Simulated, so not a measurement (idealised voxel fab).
process module | voxel transistor to metal
cross-section cut | 215 nm wide | cells 5 nm
A cross-section is a grid of square cells, given in bands from the top down. A band is one or more rows of cells.
Each band's line starts with the height of the band's top and of its bottom, in nm. Then come its materials from left to right, each with its width in nm. One material with "throughout" fills the band from edge to edge. "air" is empty space.
Height 0 is the level under which the wafer as received is all one material. The lowest band goes on downwards, as in "0 down".
A width such as "30 to 40" changes by the same amount from each row of cells to the next, from the band's top row to its bottom row.
"no change" after a step means that no cell of the cross-section changed.
closed voids: empty space of 8 cells or more with no open way to the top, each as width x height at its distance from the left edge, in nm
after a step's settings: what the simulator itself notes on the step
overlay nm, on a step with a mask: how far to the right of its planned place the mask lay; to the left if negative
Each pair below shows a cross-section before one step and the cross-section after it, down to the lowest band that changed. The line under each pair gives the step between them, with its settings. The pairs can come from different runs of this module on the same starting wafer, so a pair continues from the pair above only where its "before" says so.
before
  115 to 100: aC 60 | air 20 | aC 55 | air 20 | aC 60
  100 to 65: SiO2 60 | air 15 | SiO2 60 | air 15 | SiO2 65
  65 to 60: SiCN throughout
  60 to 45: lowk 55 | SiN 5 | W 20 | SiN 5 | lowk 45 | SiN 5 | W 20 | SiN 5 | lowk 55
  45 to 40: SiN 60 | TiN 20 | SiN 55 | TiN 20 | SiN 60
  40 to 30: SiO2 60 | TiN 5 | W 10 | TiN 5 | SiO2 55 | TiN 5 | W 10 | TiN 5 | SiO2 60
  30 to 20: SiO2 60 | TiN 5 | W 10 | TiN 5 | SiO2 10 | SiN 10 | SiCN 15 | SiN 10 | SiO2 10 | TiN 5 | W 10 | TiN 5 | SiO2 60
  20 to 5: SiO2 60 | TiN 5 | W 10 | TiN 5 | SiO2 10 | SiN 10 | polySi 15 | SiN 10 | SiO2 10 | TiN 5 | W 10 | TiN 5 | SiO2 60
  5 to 0: SiO2 60 | TiN 20 | SiO2 10 | SiN 10 | polySi 15 | SiN 10 | SiO2 10 | TiN 20 | SiO2 60
  0 to -5: SiO2 80 | nSi 10 | SiN 10 | polySi 15 | SiN 10 | nSi 10 | SiO2 80
  -5 to -10: SiO2 50 | SiN 10 | nSi 30 | SiN 10 | SiO2 15 | SiN 10 | nSi 30 | SiN 10 | SiO2 50
  -10 to -15: SiO2 60 | nSi 30 | Si 35 | nSi 30 | SiO2 60
  -15 to -35: SiO2 60 | Si 95 | SiO2 60
  -35 down: Si throughout
  closed voids: none
after
  115 to 100: aC 60 | air 20 | aC 55 | air 20 | aC 60
  100 to 80: SiO2 60 | air 20 | SiO2 55 | air 20 | SiO2 60
  below 80: unchanged
  closed voids: none
the step between: op DIRECTIONAL_ETCH | etch materials SiO2 | depth nm 20
before: the cross-section after the pair above
after
  115 to 100: aC 60 | air 20 | aC 55 | air 20 | aC 60
  100 to 80: SiO2 60 | air 20 | SiO2 55 | air 20 | SiO2 60
  80 to 65: SiO2 60 | air 15 | SiO2 60 | air 15 | SiO2 65
  65 to 60: SiCN 60 | air 15 | SiCN 60 | air 15 | SiCN 65
  below 60: unchanged
  closed voids: none
the step between: op DIRECTIONAL_ETCH | etch materials SiCN | depth nm 5
before: the cross-section after the pair above
after
  100 to 80: SiO2 60 | air 20 | SiO2 55 | air 20 | SiO2 60
  below 80: unchanged
  closed voids: none
the step between: op STRIP | etch materials aC
before: the cross-section after the pair above
after
  105 to 100: TiN 65 | air 10 | TiN 65 | air 10 | TiN 65
  100 to 85: SiO2 60 | TiN 5 | air 10 | TiN 5 | SiO2 55 | TiN 5 | air 10 | TiN 5 | SiO2 60
  85 to 80: SiO2 60 | TiN 5 | air 5 | TiN 10 | SiO2 55 | TiN 5 | air 5 | TiN 10 | SiO2 60
  80 to 65: SiO2 60 | TiN 5 | air 5 | TiN 5 | SiO2 60 | TiN 5 | air 5 | TiN 5 | SiO2 65
  65 to 60: SiCN 60 | TiN 15 | SiCN 60 | TiN 15 | SiCN 65
  below 60: unchanged
  closed voids: none
the step between: op CONFORMAL_DEP | material TiN | thk nm 5
before: the cross-section after the pair above
after
  115 to 105: Ru throughout
  105 to 100: TiN 65 | Ru 10 | TiN 65 | Ru 10 | TiN 65
  100 to 85: SiO2 60 | TiN 5 | Ru 10 | TiN 5 | SiO2 55 | TiN 5 | Ru 10 | TiN 5 | SiO2 60
  85 to 80: SiO2 60 | TiN 5 | Ru 5 | TiN 10 | SiO2 55 | TiN 5 | Ru 5 | TiN 10 | SiO2 60
  80 to 65: SiO2 60 | TiN 5 | Ru 5 | TiN 5 | SiO2 60 | TiN 5 | Ru 5 | TiN 5 | SiO2 65
  below 65: unchanged
  closed voids: none
the step between: op FILL_DEP | material Ru | thk nm 10
before: the cross-section after the pair above
after
  100 to 85: SiO2 60 | TiN 5 | Ru 10 | TiN 5 | SiO2 55 | TiN 5 | Ru 10 | TiN 5 | SiO2 60
  below 85: unchanged
  closed voids: none
the step between: op CMP | height nm 100
before: the cross-section after the pair above
after
  105 to 100: SiN throughout
  below 100: unchanged
  closed voids: none
the step between: op CONFORMAL_DEP | material SiN | thk nm 5
before
  15 to 0: air 55 | SiN 105 | air 55
  0 to -5: air 55 | SiO2 105 | air 55
  -5 to -30: air 55 | Si 105 | air 55
  -30 down: Si throughout
  closed voids: none
after
  15 to 0: air 55 | SiN 105 | air 55
  0 to -5: air 55 | SiO2 105 | air 55
  -5 to -55: air 55 | Si 105 | air 55
  below -55: unchanged
  closed voids: none
the step between: op MASKED_ETCH | tone cover | mask id ACTIVE | width nm 105 | etch materials Si | depth nm 25 | overlay nm 0
before: the cross-section after the pair above
after
  15 to 0: air 55 | SiN 105 | air 55
  0 to -5: air 55 | SiO2 105 | air 55
  -5 to -55: air 55 | SiO2 5 | Si 95 | SiO2 5 | air 55
  -55 to -60: SiO2 60 | Si 95 | SiO2 60
  below -60: unchanged
  closed voids: none
the step between: op OXIDIZE | depth nm 5
before: the cross-section after the pair above
after
  30 to 15: SiO2 throughout
  15 to 0: SiO2 55 | SiN 105 | SiO2 55
  0 to -5: SiO2 throughout
  -5 to -60: SiO2 60 | Si 95 | SiO2 60
  below -60: unchanged
  closed voids: none
the step between: op FILL_DEP | material SiO2 | thk nm 15
before: the cross-section after the pair above
after
  15 to 0: SiO2 55 | SiN 105 | SiO2 55
  below 0: unchanged
  closed voids: none
the step between: op CMP | height nm 15
before: the cross-section after the pair above
after
  15 to 5: air 55 | SiN 105 | air 55
  below 5: unchanged
  closed voids: none
the step between: op SELECTIVE_ETCH | etch materials SiO2 | depth nm 10
before: the cross-section after the pair above
after
  5 to 0: SiO2 55 | air 105 | SiO2 55
  below 0: unchanged
  closed voids: none
the step between: op STRIP | etch materials SiN
before: the cross-section after the pair above
after
  0 to -5: SiO2 50 | air 115 | SiO2 50
  below -5: unchanged
  closed voids: none
the step between: op SELECTIVE_ETCH | etch materials SiO2 | depth nm 5
before: the cross-section after the pair above
after
  0 to -5: SiO2 50 | air 115 | SiO2 50
  -5 to -10: SiO2 throughout
  below -10: unchanged
  closed voids: none
the step between: op OXIDIZE | depth nm 5
before: the cross-section after the pair above
after
  25 to 20: polySi 50 | air 115 | polySi 50
  20 to 0: polySi throughout
  0 to -5: SiO2 50 | polySi 115 | SiO2 50
  below -5: unchanged
  closed voids: none
the step between: op DIRECTIONAL_DEP | material polySi | thk nm 25
before: the cross-section after the pair above
after
  35 to 30: SiCN 50 | air 115 | SiCN 50
  30 to 25: SiCN throughout
  25 to 20: polySi 50 | SiCN 115 | polySi 50
  below 20: unchanged
  closed voids: none
the step between: op DIRECTIONAL_DEP | material SiCN | thk nm 10
before: the cross-section after the pair above
after
  50 to 35: air 100 | resist 15 | air 100
  35 to 30: SiCN 50 | air 50 | resist 15 | air 50 | SiCN 50
  below 30: unchanged
  closed voids: none
the step between: op PATTERN | tone cover | mask id GATE | material resist | width nm 15 | thk nm 15 | overlay nm 0
before: the cross-section after the pair above
after
  50 to 30: air 100 | resist 15 | air 100
  30 to 25: air 100 | SiCN 15 | air 100
  25 to 20: polySi 50 | air 50 | SiCN 15 | air 50 | polySi 50
  below 20: unchanged
  closed voids: none
the step between: op DIRECTIONAL_ETCH | etch materials SiCN | depth nm 20
before: the cross-section after the pair above
after
  50 to 30: air 100 | resist 15 | air 100
  30 to 20: air 100 | SiCN 15 | air 100
  20 to 0: air 100 | polySi 15 | air 100
  0 to -5: SiO2 50 | air 50 | polySi 15 | air 50 | SiO2 50
  below -5: unchanged
  closed voids: none
the step between: op DIRECTIONAL_ETCH | etch materials polySi | depth nm 35
before: the cross-section after the pair above
after
  30 to 20: air 100 | SiCN 15 | air 100
  below 20: unchanged
  closed voids: none
the step between: op STRIP | etch materials resist
before: the cross-section after the pair above
after
  35 to 30: air 95 | SiO2 25 | air 95
  30 to 20: air 95 | SiO2 5 | SiCN 15 | SiO2 5 | air 95
  20 to 5: air 95 | SiO2 5 | polySi 15 | SiO2 5 | air 95
  5 to 0: SiO2 55 | air 40 | SiO2 5 | polySi 15 | SiO2 5 | air 40 | SiO2 55
  0 to -5: SiO2 100 | polySi 15 | SiO2 100
  below -5: unchanged
  closed voids: none
the step between: op CONFORMAL_DEP | material SiO2 | thk nm 5
before: the cross-section after the pair above
after
  30 to 20: air 95 | SiO2 5 | SiCN 15 | SiO2 5 | air 95
  20 to 0: air 95 | SiO2 5 | polySi 15 | SiO2 5 | air 95
  0 to -5: SiO2 55 | air 40 | SiO2 5 | polySi 15 | SiO2 5 | air 40 | SiO2 55
  below -5: unchanged
  closed voids: none
the step between: op DIRECTIONAL_ETCH | etch materials SiO2 | depth nm 5
before: the cross-section after the pair above
after
  40 to 30: air 85 | SiN 45 | air 85
  30 to 20: air 85 | SiN 10 | SiO2 5 | SiCN 15 | SiO2 5 | SiN 10 | air 85
  20 to 10: air 85 | SiN 10 | SiO2 5 | polySi 15 | SiO2 5 | SiN 10 | air 85
  10 to 5: SiN 65 | air 20 | SiN 10 | SiO2 5 | polySi 15 | SiO2 5 | SiN 10 | air 20 | SiN 65
  5 to 0: SiN 95 | SiO2 5 | polySi 15 | SiO2 5 | SiN 95
  0 to -5: SiO2 55 | SiN 40 | SiO2 5 | polySi 15 | SiO2 5 | SiN 40 | SiO2 55
  below -5: unchanged
  closed voids: none
the step between: op CONFORMAL_DEP | material SiN | thk nm 10
before: the cross-section after the pair above
after
  30 to 20: air 85 | SiN 10 | SiO2 5 | SiCN 15 | SiO2 5 | SiN 10 | air 85
  20 to 0: air 85 | SiN 10 | SiO2 5 | polySi 15 | SiO2 5 | SiN 10 | air 85
  0 to -5: SiO2 55 | SiN 10 | air 20 | SiN 10 | SiO2 5 | polySi 15 | SiO2 5 | SiN 10 | air 20 | SiN 10 | SiO2 55
  below -5: unchanged
  closed voids: none
the step between: op DIRECTIONAL_ETCH | etch materials SiN | depth nm 10
before: the cross-section after the pair above
after
  30 to 25: air 85 | SiN 10 | air 5 | SiCN 15 | air 5 | SiN 10 | air 85
  25 to 20: air 85 | SiN 10 | SiO2 5 | SiCN 15 | SiO2 5 | SiN 10 | air 85
  20 to 0: air 85 | SiN 10 | SiO2 5 | polySi 15 | SiO2 5 | SiN 10 | air 85
  0 to -5: air 55 | SiN 10 | air 20 | SiN 10 | SiO2 5 | polySi 15 | SiO2 5 | SiN 10 | air 20 | SiN 10 | air 55
  -5 to -10: SiO2 65 | air 20 | SiO2 45 | air 20 | SiO2 65
  below -10: unchanged
  closed voids: none
the step between: op DIRECTIONAL_ETCH | etch materials SiO2 | depth nm 5
before: the cross-section after the pair above
after
  30 to 25: air 85 | SiN 10 | air 5 | SiCN 15 | air 5 | SiN 10 | air 85
  25 to 20: air 85 | SiN 10 | SiO2 5 | SiCN 15 | SiO2 5 | SiN 10 | air 85
  20 to 0: air 85 | SiN 10 | SiO2 5 | polySi 15 | SiO2 5 | SiN 10 | air 85
  0 to -5: air 55 | SiN 10 | air 20 | SiN 10 | SiO2 5 | polySi 15 | SiO2 5 | SiN 10 | air 20 | SiN 10 | air 55
  -5 to -10: SiO2 65 | air 20 | SiO2 45 | air 20 | SiO2 65
  -10 to -15: SiO2 60 | Si 5 | air 20 | Si 45 | air 20 | Si 5 | SiO2 60
  below -15: unchanged
  closed voids: none
the step between: op DIRECTIONAL_ETCH | etch materials Si | depth nm 5
before: the cross-section after the pair above
after
  30 to 25: air 85 | SiN 10 | air 5 | SiCN 15 | air 5 | SiN 10 | air 85
  25 to 20: air 85 | SiN 10 | SiO2 5 | SiCN 15 | SiO2 5 | SiN 10 | air 85
  20 to 0: air 85 | SiN 10 | SiO2 5 | polySi 15 | SiO2 5 | SiN 10 | air 85
  0 to -5: air 55 | SiN 10 | nSi 20 | SiN 10 | SiO2 5 | polySi 15 | SiO2 5 | SiN 10 | nSi 20 | SiN 10 | air 55
  -5 to -10: SiO2 65 | nSi 20 | SiO2 45 | nSi 20 | SiO2 65
  -10 to -15: SiO2 60 | Si 5 | nSi 20 | Si 45 | nSi 20 | Si 5 | SiO2 60
  below -15: unchanged
  closed voids: none
the step between: op EPI | material nSi | thk nm 10
before: the cross-section after the pair above
after
  40 to 30: SiO2 throughout
  30 to 20: SiO2 85 | SiN 10 | SiO2 5 | SiCN 15 | SiO2 5 | SiN 10 | SiO2 85
  20 to 0: SiO2 85 | SiN 10 | SiO2 5 | polySi 15 | SiO2 5 | SiN 10 | SiO2 85
  0 to -5: SiO2 55 | SiN 10 | nSi 20 | SiN 10 | SiO2 5 | polySi 15 | SiO2 5 | SiN 10 | nSi 20 | SiN 10 | SiO2 55
  below -5: unchanged
  closed voids: none
the step between: op FILL_DEP | material SiO2 | thk nm 10
before: the cross-section after the pair above
after
  30 to 20: SiO2 85 | SiN 10 | SiO2 5 | SiCN 15 | SiO2 5 | SiN 10 | SiO2 85
  below 20: unchanged
  closed voids: none
the step between: op CMP | height nm 30
before: the cross-section after the pair above
after
  40 to 30: SiO2 throughout
  below 30: unchanged
  closed voids: none
the step between: op DIRECTIONAL_DEP | material SiO2 | thk nm 10
before: the cross-section after the pair above
after
  40 to 30: SiO2 60 | air 20 | SiO2 55 | air 20 | SiO2 60
  30 to 20: SiO2 60 | air 20 | SiO2 5 | SiN 10 | SiO2 5 | SiCN 15 | SiO2 5 | SiN 10 | SiO2 5 | air 20 | SiO2 60
  20 to 0: SiO2 60 | air 20 | SiO2 5 | SiN 10 | SiO2 5 | polySi 15 | SiO2 5 | SiN 10 | SiO2 5 | air 20 | SiO2 60
  below 0: unchanged
  closed voids: none
the step between: op MASKED_ETCH | tone open | mask id CONTACT | width nm 20 | pitch nm 75 | etch materials SiO2 | depth nm 40 | overlay nm 0
before: the cross-section after the pair above
after
  45 to 40: TiN 65 | air 10 | TiN 65 | air 10 | TiN 65
  40 to 30: SiO2 60 | TiN 5 | air 10 | TiN 5 | SiO2 55 | TiN 5 | air 10 | TiN 5 | SiO2 60
  30 to 20: SiO2 60 | TiN 5 | air 10 | TiN 5 | SiO2 5 | SiN 10 | SiO2 5 | SiCN 15 | SiO2 5 | SiN 10 | SiO2 5 | TiN 5 | air 10 | TiN 5 | SiO2 60
  20 to 5: SiO2 60 | TiN 5 | air 10 | TiN 5 | SiO2 5 | SiN 10 | SiO2 5 | polySi 15 | SiO2 5 | SiN 10 | SiO2 5 | TiN 5 | air 10 | TiN 5 | SiO2 60
  5 to 0: SiO2 60 | TiN 20 | SiO2 5 | SiN 10 | SiO2 5 | polySi 15 | SiO2 5 | SiN 10 | SiO2 5 | TiN 20 | SiO2 60
  below 0: unchanged
  closed voids: none
the step between: op CONFORMAL_DEP | material TiN | thk nm 5
before: the cross-section after the pair above
after
  55 to 45: W throughout
  45 to 40: TiN 65 | W 10 | TiN 65 | W 10 | TiN 65
  40 to 30: SiO2 60 | TiN 5 | W 10 | TiN 5 | SiO2 55 | TiN 5 | W 10 | TiN 5 | SiO2 60
  30 to 20: SiO2 60 | TiN 5 | W 10 | TiN 5 | SiO2 5 | SiN 10 | SiO2 5 | SiCN 15 | SiO2 5 | SiN 10 | SiO2 5 | TiN 5 | W 10 | TiN 5 | SiO2 60
  20 to 5: SiO2 60 | TiN 5 | W 10 | TiN 5 | SiO2 5 | SiN 10 | SiO2 5 | polySi 15 | SiO2 5 | SiN 10 | SiO2 5 | TiN 5 | W 10 | TiN 5 | SiO2 60
  below 5: unchanged
  closed voids: none
the step between: op FILL_DEP | material W | thk nm 10
before: the cross-section after the pair above
after
  40 to 30: SiO2 60 | TiN 5 | W 10 | TiN 5 | SiO2 55 | TiN 5 | W 10 | TiN 5 | SiO2 60
  below 30: unchanged
  closed voids: none
the step between: op CMP | height nm 40
before: the cross-section after the pair above
after
  45 to 40: TiN throughout
  below 40: unchanged
  closed voids: none
the step between: op DIRECTIONAL_DEP | material TiN | thk nm 5
before: the cross-section after the pair above
after
  60 to 45: W throughout
  below 45: unchanged
  closed voids: none
the step between: op DIRECTIONAL_DEP | material W | thk nm 15
before: the cross-section after the pair above
after
  60 to 45: air 60 | W 20 | air 55 | W 20 | air 60
  below 45: unchanged
  closed voids: none
the step between: op MASKED_ETCH | tone cover | mask id METAL_1 | width nm 20 | pitch nm 75 | etch materials W | depth nm 15 | overlay nm 0
before: the cross-section after the pair above
after
  60 to 45: air 60 | W 20 | air 55 | W 20 | air 60
  45 to 40: air 60 | TiN 20 | air 55 | TiN 20 | air 60
  below 40: unchanged
  closed voids: none
the step between: op MASKED_ETCH | tone cover | mask id METAL_1 | width nm 20 | pitch nm 75 | etch materials TiN | depth nm 5 | overlay nm 0
before: the cross-section after the pair above
after
  65 to 60: air 55 | SiN 30 | air 45 | SiN 30 | air 55
  60 to 45: air 55 | SiN 5 | W 20 | SiN 5 | air 45 | SiN 5 | W 20 | SiN 5 | air 55
  45 to 40: SiN 60 | TiN 20 | SiN 55 | TiN 20 | SiN 60
  below 40: unchanged
  closed voids: none
the step between: op CONFORMAL_DEP | material SiN | thk nm 5
before: the cross-section after the pair above
after
  75 to 65: lowk throughout
  65 to 60: lowk 55 | SiN 30 | lowk 45 | SiN 30 | lowk 55
  60 to 45: lowk 55 | SiN 5 | W 20 | SiN 5 | lowk 45 | SiN 5 | W 20 | SiN 5 | lowk 55
  below 45: unchanged
  closed voids: none
the step between: op FILL_DEP | material lowk | thk nm 10
before: the cross-section after the pair above
after
  60 to 45: lowk 55 | SiN 5 | W 20 | SiN 5 | lowk 45 | SiN 5 | W 20 | SiN 5 | lowk 55
  below 45: unchanged
  closed voids: none
the step between: op CMP | height nm 60
before: the cross-section after the pair above
after
  65 to 60: SiCN throughout
  below 60: unchanged
  closed voids: none
the step between: op CONFORMAL_DEP | material SiCN | thk nm 5
before: the cross-section after the pair above
after
  100 to 65: SiO2 throughout
  below 65: unchanged
  closed voids: none
the step between: op DIRECTIONAL_DEP | material SiO2 | thk nm 35
before: the cross-section after the pair above
after
  120 to 100: resist 60 | air 15 | resist 60 | air 15 | resist 65
  below 100: unchanged
  closed voids: none
the step between: op PATTERN | tone open | mask id METAL_2_HOLES | material resist | width nm 15 | pitch nm 75 | thk nm 20 | overlay nm 0
before: the cross-section after the pair above
after
  120 to 100: resist 60 | air 15 | resist 60 | air 15 | resist 65
  100 to 65: SiO2 60 | air 15 | SiO2 60 | air 15 | SiO2 65
  below 65: unchanged
  closed voids: none
the step between: op DIRECTIONAL_ETCH | etch materials SiO2 | depth nm 35
before: the cross-section after the pair above
after
  100 to 65: SiO2 60 | air 15 | SiO2 60 | air 15 | SiO2 65
  below 65: unchanged
  closed voids: none
the step between: op STRIP | etch materials resist
before: the cross-section after the pair above
after
  115 to 100: aC 60 | air 15 | aC 60 | air 15 | aC 65
  100 to 80: SiO2 60 | air 15 | SiO2 60 | air 15 | SiO2 65
  80 to 65: SiO2 60 | aC 15 | SiO2 60 | aC 15 | SiO2 65
  below 65: unchanged
  closed voids: none
the step between: op DIRECTIONAL_DEP | material aC | thk nm 15
before: the cross-section after the pair above
after
  145 to 115: resist 60 | air 20 | resist 55 | air 20 | resist 60
  below 115: unchanged
  closed voids: none
the step between: op PATTERN | tone open | mask id METAL_2 | material resist | width nm 20 | pitch nm 75 | thk nm 30 | overlay nm 0
before: the cross-section after the pair above
after
  130 to 115: resist 60 | air 20 | resist 55 | air 20 | resist 60
  115 to 100: aC 60 | air 20 | aC 55 | air 20 | aC 60
  100 to 65: SiO2 60 | air 15 | SiO2 60 | air 15 | SiO2 65
  below 65: unchanged
  closed voids: none
the step between: op DIRECTIONAL_ETCH | etch materials aC | depth nm 15
before: the cross-section after the pair above
after
  115 to 100: aC 60 | air 20 | aC 55 | air 20 | aC 60
  below 100: unchanged
  closed voids: none
the step between: op STRIP | etch materials resist
before: the cross-section after the pair above
after
  115 to 100: aC 60 | air 20 | aC 55 | air 20 | aC 60
  100 to 80: SiO2 60 | air 20 | SiO2 55 | air 20 | SiO2 60
  below 80: unchanged
  closed voids: none
the step between: op DIRECTIONAL_ETCH | etch materials SiO2 | depth nm 20
before: the cross-section after the pair above
after
  115 to 100: aC 60 | air 20 | aC 55 | air 20 | aC 60
  100 to 80: SiO2 60 | air 20 | SiO2 55 | air 20 | SiO2 60
  80 to 65: SiO2 60 | air 15 | SiO2 60 | air 15 | SiO2 65
  65 to 60: SiCN 60 | air 15 | SiCN 60 | air 15 | SiCN 65
  below 60: unchanged
  closed voids: none
the step between: op DIRECTIONAL_ETCH | etch materials SiCN | depth nm 5
before: the cross-section after the pair above
after
  100 to 80: SiO2 60 | air 20 | SiO2 55 | air 20 | SiO2 60
  below 80: unchanged
  closed voids: none
the step between: op STRIP | etch materials aC
before: the cross-section after the pair above
after
  105 to 100: TiN 65 | air 10 | TiN 65 | air 10 | TiN 65
  100 to 85: SiO2 60 | TiN 5 | air 10 | TiN 5 | SiO2 55 | TiN 5 | air 10 | TiN 5 | SiO2 60
  85 to 80: SiO2 60 | TiN 5 | air 5 | TiN 10 | SiO2 55 | TiN 5 | air 5 | TiN 10 | SiO2 60
  80 to 65: SiO2 60 | TiN 5 | air 5 | TiN 5 | SiO2 60 | TiN 5 | air 5 | TiN 5 | SiO2 65
  65 to 60: SiCN 60 | TiN 15 | SiCN 60 | TiN 15 | SiCN 65
  below 60: unchanged
  closed voids: none
the step between: op CONFORMAL_DEP | material TiN | thk nm 5
before: the cross-section after the pair above
after
  115 to 105: Ru throughout
  105 to 100: TiN 65 | Ru 10 | TiN 65 | Ru 10 | TiN 65
  100 to 85: SiO2 60 | TiN 5 | Ru 10 | TiN 5 | SiO2 55 | TiN 5 | Ru 10 | TiN 5 | SiO2 60
  85 to 80: SiO2 60 | TiN 5 | Ru 5 | TiN 10 | SiO2 55 | TiN 5 | Ru 5 | TiN 10 | SiO2 60
  80 to 65: SiO2 60 | TiN 5 | Ru 5 | TiN 5 | SiO2 60 | TiN 5 | Ru 5 | TiN 5 | SiO2 65
  below 65: unchanged
  closed voids: none
the step between: op FILL_DEP | material Ru | thk nm 10
before: the cross-section after the pair above
after
  100 to 85: SiO2 60 | TiN 5 | Ru 10 | TiN 5 | SiO2 55 | TiN 5 | Ru 10 | TiN 5 | SiO2 60
  below 85: unchanged
  closed voids: none
the step between: op CMP | height nm 100
before: the cross-section after the pair above
after
  105 to 100: SiN throughout
  below 100: unchanged
  closed voids: none
the step between: op CONFORMAL_DEP | material SiN | thk nm 5
before
  60 to 45: lowk 55 | SiN 5 | W 20 | SiN 5 | lowk 45 | SiN 5 | W 20 | SiN 5 | lowk 55
  45 to 40: SiN 60 | TiN 20 | SiN 55 | TiN 20 | SiN 60
  40 to 30: SiO2 60 | TiN 5 | W 10 | TiN 5 | SiO2 55 | TiN 5 | W 10 | TiN 5 | SiO2 60
  30 to 20: SiO2 60 | TiN 5 | W 10 | TiN 5 | SiO2 5 | SiN 10 | SiO2 5 | SiCN 15 | SiO2 5 | SiN 10 | SiO2 5 | TiN 5 | W 10 | TiN 5 | SiO2 60
  20 to 5: SiO2 60 | TiN 5 | W 10 | TiN 5 | SiO2 5 | SiN 10 | SiO2 5 | polySi 15 | SiO2 5 | SiN 10 | SiO2 5 | TiN 5 | W 10 | TiN 5 | SiO2 60
  5 to 0: SiO2 60 | TiN 20 | SiO2 5 | SiN 10 | SiO2 5 | polySi 15 | SiO2 5 | SiN 10 | SiO2 5 | TiN 20 | SiO2 60
  0 to -5: SiO2 55 | SiN 10 | nSi 20 | SiN 10 | SiO2 5 | polySi 15 | SiO2 5 | SiN 10 | nSi 20 | SiN 10 | SiO2 55
  -5 to -10: SiO2 65 | nSi 20 | SiO2 45 | nSi 20 | SiO2 65
  -10 to -15: SiO2 60 | Si 5 | nSi 20 | Si 45 | nSi 20 | Si 5 | SiO2 60
  -15 to -35: SiO2 60 | Si 95 | SiO2 60
  -35 down: Si throughout
  closed voids: none
after
  95 to 60: SiO2 throughout
  below 60: unchanged
  closed voids: none
the step between: op DIRECTIONAL_DEP | material SiO2 | thk nm 35
before: the cross-section after the pair above
after
  100 to 95: SiCN throughout
  below 95: unchanged
  closed voids: none
the step between: op CONFORMAL_DEP | material SiCN | thk nm 5
before: the cross-section after the pair above
after
  120 to 100: resist 60 | air 15 | resist 60 | air 15 | resist 65
  below 100: unchanged
  closed voids: none
the step between: op PATTERN | tone open | mask id METAL_2_HOLES | material resist | width nm 15 | pitch nm 75 | thk nm 20 | overlay nm 0
before: the cross-section after the pair above
after
  100 to 95: SiCN throughout
  below 95: unchanged
  closed voids: none
the step between: op STRIP | etch materials resist
before: the cross-section after the pair above
after
  115 to 100: aC throughout
  below 100: unchanged
  closed voids: none
the step between: op DIRECTIONAL_DEP | material aC | thk nm 15
before: the cross-section after the pair above
after
  145 to 115: resist 60 | air 20 | resist 55 | air 20 | resist 60
  below 115: unchanged
  closed voids: none
the step between: op PATTERN | tone open | mask id METAL_2 | material resist | width nm 20 | pitch nm 75 | thk nm 30 | overlay nm 0
before: the cross-section after the pair above
after
  130 to 115: resist 60 | air 20 | resist 55 | air 20 | resist 60
  115 to 100: aC 60 | air 20 | aC 55 | air 20 | aC 60
  below 100: unchanged
  closed voids: none
the step between: op DIRECTIONAL_ETCH | etch materials aC | depth nm 15
before: the cross-section after the pair above
after
  115 to 100: aC 60 | air 20 | aC 55 | air 20 | aC 60
  below 100: unchanged
  closed voids: none
the step between: op STRIP | etch materials resist
before: the cross-section after the pair above
after
  115 to 100: aC 60 | air 20 | aC 55 | air 20 | aC 60
  100 to 95: SiCN 60 | air 20 | SiCN 55 | air 20 | SiCN 60
  below 95: unchanged
  closed voids: none
the step between: op DIRECTIONAL_ETCH | etch materials SiCN | depth nm 5
before: the cross-section after the pair above
after
  100 to 95: SiCN 60 | air 20 | SiCN 55 | air 20 | SiCN 60
  below 95: unchanged
  closed voids: none
the step between: op STRIP | etch materials aC
before: the cross-section after the pair above
after
  105 to 100: TiN 65 | air 10 | TiN 65 | air 10 | TiN 65
  100 to 95: SiCN 60 | TiN 20 | SiCN 55 | TiN 20 | SiCN 60
  below 95: unchanged
  closed voids: none
the step between: op CONFORMAL_DEP | material TiN | thk nm 5
before: the cross-section after the pair above
after
  115 to 105: Ru throughout
  105 to 100: TiN 65 | Ru 10 | TiN 65 | Ru 10 | TiN 65
  below 100: unchanged
  closed voids: none
the step between: op FILL_DEP | material Ru | thk nm 10
before: the cross-section after the pair above
after
  100 to 95: SiCN 60 | TiN 20 | SiCN 55 | TiN 20 | SiCN 60
  below 95: unchanged
  closed voids: none
the step between: op CMP | height nm 100
before: the cross-section after the pair above
after
  105 to 100: SiN throughout
  below 100: unchanged
  closed voids: none
the step between: op CONFORMAL_DEP | material SiN | thk nm 5
before
  0 to -5: SiO2 50 | air 115 | SiO2 50
  -5 to -35: SiO2 60 | Si 95 | SiO2 60
  -35 down: Si throughout
  closed voids: none
after
  0 to -5: SiO2 50 | air 115 | SiO2 50
  -5 to -15: SiO2 throughout
  below -15: unchanged
  closed voids: none
the step between: op OXIDIZE | depth nm 10
before: the cross-section after the pair above
after
  25 to 20: polySi 50 | air 115 | polySi 50
  20 to 0: polySi throughout
  0 to -5: SiO2 50 | polySi 115 | SiO2 50
  below -5: unchanged
  closed voids: none
the step between: op DIRECTIONAL_DEP | material polySi | thk nm 25
before: the cross-section after the pair above
after
  35 to 30: SiCN 50 | air 115 | SiCN 50
  30 to 25: SiCN throughout
  25 to 20: polySi 50 | SiCN 115 | polySi 50
  below 20: unchanged
  closed voids: none
the step between: op DIRECTIONAL_DEP | material SiCN | thk nm 10
before: the cross-section after the pair above
after
  50 to 35: air 100 | resist 15 | air 100
  35 to 30: SiCN 50 | air 50 | resist 15 | air 50 | SiCN 50
  below 30: unchanged
  closed voids: none
the step between: op PATTERN | tone cover | mask id GATE | material resist | width nm 15 | thk nm 15 | overlay nm 0
before: the cross-section after the pair above
after
  50 to 30: air 100 | resist 15 | air 100
  30 to 25: air 100 | SiCN 15 | air 100
  25 to 20: polySi 50 | air 50 | SiCN 15 | air 50 | polySi 50
  below 20: unchanged
  closed voids: none
the step between: op DIRECTIONAL_ETCH | etch materials SiCN | depth nm 20
before: the cross-section after the pair above
after
  50 to 30: air 100 | resist 15 | air 100
  30 to 20: air 100 | SiCN 15 | air 100
  20 to 0: air 100 | polySi 15 | air 100
  0 to -5: SiO2 50 | air 50 | polySi 15 | air 50 | SiO2 50
  below -5: unchanged
  closed voids: none
the step between: op DIRECTIONAL_ETCH | etch materials polySi | depth nm 35
before: the cross-section after the pair above
after
  30 to 20: air 100 | SiCN 15 | air 100
  below 20: unchanged
  closed voids: none
the step between: op STRIP | etch materials resist
before: the cross-section after the pair above
after
  35 to 30: air 95 | SiO2 25 | air 95
  30 to 20: air 95 | SiO2 5 | SiCN 15 | SiO2 5 | air 95
  20 to 5: air 95 | SiO2 5 | polySi 15 | SiO2 5 | air 95
  5 to 0: SiO2 55 | air 40 | SiO2 5 | polySi 15 | SiO2 5 | air 40 | SiO2 55
  0 to -5: SiO2 100 | polySi 15 | SiO2 100
  below -5: unchanged
  closed voids: none
the step between: op CONFORMAL_DEP | material SiO2 | thk nm 5
before: the cross-section after the pair above
after
  30 to 20: air 95 | SiO2 5 | SiCN 15 | SiO2 5 | air 95
  20 to 0: air 95 | SiO2 5 | polySi 15 | SiO2 5 | air 95
  0 to -5: SiO2 55 | air 40 | SiO2 5 | polySi 15 | SiO2 5 | air 40 | SiO2 55
  below -5: unchanged
  closed voids: none
the step between: op DIRECTIONAL_ETCH | etch materials SiO2 | depth nm 5
